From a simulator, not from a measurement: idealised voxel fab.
process module | voxel self aligned contacts
cross-section cut | 270 nm wide | cells 5 nm
A cross-section is a grid of square cells, given in bands from the top down. A band is one or more rows of cells.
Each band's line starts with the height of the band's top and of its bottom, in nm. Then come its materials from left to right, each with its width in nm. One material with "throughout" fills the band from edge to edge. "air" is empty space.
Height 0 is the level under which the wafer as received is all one material. The lowest band goes on downwards, as in "0 down".
A width such as "30 to 40" changes by the same amount from each row of cells to the next, from the band's top row to its bottom row.
"no change" after a step means that no cell of the cross-section changed.
closed voids: empty space of 8 cells or more with no open way to the top, each as width x height at its distance from the left edge, in nm
after a step's settings: what the simulator itself notes on the step
overlay nm, on a step with a mask: how far to the right of its planned place the mask lay; to the left if negative
plan
1 op RECEIVE | material Si
2 op OXIDIZE | depth nm 5
3 op DIRECTIONAL_DEP | material polySi | thk nm 25
4 op DIRECTIONAL_DEP | material SiN | thk nm 25
5 op DIRECTIONAL_DEP | material aC | thk nm 15
6 op PATTERN | tone cover | mask id GATE | material resist | width nm 35 | pitch nm 80 | thk nm 30 | overlay nm 0
7 op DIRECTIONAL_ETCH | etch materials aC | depth nm 15
8 op STRIP | etch materials resist
9 op DIRECTIONAL_ETCH | etch materials SiN | depth nm 25
10 op DIRECTIONAL_ETCH | etch materials polySi | depth nm 25
11 op STRIP | etch materials aC
12 op CONFORMAL_DEP | material SiN | thk nm 10
13 op DIRECTIONAL_ETCH | etch materials SiN | depth nm 10
14 op FILL_DEP | material SiO2 | thk nm 15
15 op CMP | height nm 60
16 op DIRECTIONAL_DEP | material aC | thk nm 10
17 op PATTERN | tone open | mask id CONTACT | material resist | width nm 65 | thk nm 25 | overlay nm 0
18 op DIRECTIONAL_ETCH | etch materials aC | depth nm 10
19 op STRIP | etch materials resist
20 op DIRECTIONAL_ETCH | etch materials SiO2 | depth nm 65
21 op STRIP | etch materials aC
22 op CONFORMAL_DEP | material TiN | thk nm 5
23 op FILL_DEP | material Ru | thk nm 10
24 op CMP | height nm 60
25 op CONFORMAL_DEP | material SiN | thk nm 5
as received, after step 1
  0 down: Si throughout
  closed voids: none
a wafer at the end: this start, this plan, one mistake
  65 to 60: SiN throughout
  60 to 50: SiO2 65 | SiN 55 | TiN 5 | Ru 15 | TiN 5 | SiN 55 | SiO2 70
  50 to 30: SiO2 65 | SiN 10 | polySi 35 | SiN 10 | TiN 5 | Ru 15 | TiN 5 | SiN 10 | polySi 35 | SiN 10 | SiO2 70
  30 to 25: SiO2 65 | SiN 10 | polySi 35 | SiN 10 | TiN 25 | SiN 10 | polySi 35 | SiN 10 | SiO2 70
  25 to 0: polySi throughout
  0 to -5: SiO2 throughout
  -5 down: Si throughout
  closed voids: none
what went wrong: step 3 was run twice
